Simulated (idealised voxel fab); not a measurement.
process module | voxel gate over fins
cross-section cut | 280 nm wide | cells 5 nm
The cross-sections in this document take the form of a grid made of square cells. They are written out as bands, in order from top to bottom. Each band consists of one or more rows of cells.
Heights first: top, then bottom, in nm. Then materials, left to right, each with a width in nm. "everywhere" on a single material: fills the band edge to edge. "air": empty space.
Heights are expressed relative to 0, this being the level below which the as-received wafer comprises one material exclusively. The lowest band is unbounded in the downward direction and is denoted as in "0 and below".
The two numbers in a width such as "30 to 40" mark its ends across the band: the first belongs to the top row of cells, the second to the bottom row, and from each row to the next the width moves by the same amount.
Step marked "no modifications"? Then no cell in the cross-section changed in it.
Any empty space of 8 cells or more lacking an open way to the top shows up in "Enclosed internal cavities" as width x height at distance, distance from the left edge, in nm.
Heads up: the bit after the settings on a step's line is the simulator's remark on that step.
"overlay nm" on a masked step: distance the mask lay right of its planned place, negative for left.

PROCESS STEPS FORESEEN IN THE PLAN
1) RECEIVE with material Si
2) CONFORMAL_DEP with material SiN, thk nm 10
3) DIRECTIONAL_DEP with material aC, thk nm 15
4) PATTERN with tone cover, mask id FINS, material resist, width nm 15, pitch nm 50, thk nm 30, overlay nm 0
5) DIRECTIONAL_ETCH with etch materials aC, depth nm 15
6) STRIP with etch materials resist
7) DIRECTIONAL_ETCH with etch materials SiN, depth nm 10
8) DIRECTIONAL_ETCH with etch materials Si, depth nm 30
9) STRIP with etch materials aC
10) OXIDIZE with depth nm 5
11) FILL_DEP with material SiO2, thk nm 15
12) CMP with height nm 10
13) MASKED_ETCH with tone open, mask id RAIL, width nm 15, etch materials SiO2, depth nm 35, overlay nm 0
14) CONFORMAL_DEP with material TiN, thk nm 5
15) FILL_DEP with material W, thk nm 5
16) CMP with height nm 10
17) SELECTIVE_ETCH with etch materials W Ru TiN, depth nm 25
18) FILL_DEP with material SiO2, thk nm 5
19) CMP with height nm 10
20) SELECTIVE_ETCH with etch materials SiO2, depth nm 20
21) STRIP with etch materials SiN
22) CONFORMAL_DEP with material HfO2, thk nm 5
23) CONFORMAL_DEP with material TiN, thk nm 5
24) FILL_DEP with material W, thk nm 15
25) CMP with height nm 20
26) CONFORMAL_DEP with material SiN, thk nm 5

CROSS-SECTION: WAFER ON ARRIVAL = AFTER STEP 1
  0 and below  Si everywhere
  Enclosed internal cavities: none

AS-PLANNED RUN: CROSS-SECTION OF THE FIRST OF TWO WAFERS AT END OF MODULE
  25 down to 20  SiN everywhere
  20 down to 10  W everywhere
  10 down to 5  50 W  25 TiN  25 W  25 TiN  25 W  25 TiN  25 W  25 TiN  55 W
  5 down to 0  50 W  5 TiN  15 HfO2  5 TiN  25 W  5 TiN  15 HfO2  5 TiN  25 W  5 TiN  15 HfO2  5 TiN  25 W  5 TiN  15 HfO2  5 TiN  55 W
  0 down to -5  55 TiN  5 HfO2  5 Si  5 HfO2  35 TiN  5 HfO2  5 Si  5 HfO2  35 TiN  5 HfO2  5 Si  5 HfO2  35 TiN  5 HfO2  5 Si  5 HfO2  60 TiN
  -5 down to -10  60 HfO2  5 Si  45 HfO2  5 Si  45 HfO2  5 Si  45 HfO2  5 Si  65 HfO2
  -10 down to -15  60 SiO2  5 Si  45 SiO2  5 Si  45 SiO2  5 Si  45 SiO2  5 Si  65 SiO2
  -15 down to -20  60 SiO2  5 Si  15 SiO2  5 TiN  5 W  5 TiN  15 SiO2  5 Si  45 SiO2  5 Si  45 SiO2  5 Si  65 SiO2
  -20 down to -25  60 SiO2  5 Si  15 SiO2  15 TiN  15 SiO2  5 Si  45 SiO2  5 Si  45 SiO2  5 Si  65 SiO2
  -25 down to -35  60 SiO2  5 Si  45 SiO2  5 Si  45 SiO2  5 Si  45 SiO2  5 Si  65 SiO2
  -35 and below  Si everywhere
  Enclosed internal cavities: none

WAFER TWO (OF TWO), END-OF-MODULE CROSS-SECTION: START = WAFER ONE, PLAN = WAFER ONE, ONE RUN MISTAKE
  25 down to 20  SiN everywhere
  20 down to 10  W everywhere
  10 down to 5  TiN everywhere
  5 down to 0  HfO2 everywhere
  0 down to -15  60 SiO2  5 Si  45 SiO2  5 Si  45 SiO2  5 Si  45 SiO2  5 Si  65 SiO2
  -15 down to -20  60 SiO2  5 Si  15 SiO2  5 TiN  5 W  5 TiN  15 SiO2  5 Si  45 SiO2  5 Si  45 SiO2  5 Si  65 SiO2
  -20 down to -25  60 SiO2  5 Si  15 SiO2  15 TiN  15 SiO2  5 Si  45 SiO2  5 Si  45 SiO2  5 Si  65 SiO2
  -25 down to -35  60 SiO2  5 Si  45 SiO2  5 Si  45 SiO2  5 Si  45 SiO2  5 Si  65 SiO2
  -35 and below  Si everywhere
  Enclosed internal cavities: none
Against the plan, the run slipped here: step 20: run off-plan, actual operation and settings SELECTIVE_ETCH with etch materials SiO2, depth nm 10
Final comparison by cell count, materials where the second wafer has more or fewer than the first: HfO2 -16; SiO2 +104; TiN -16; W -72
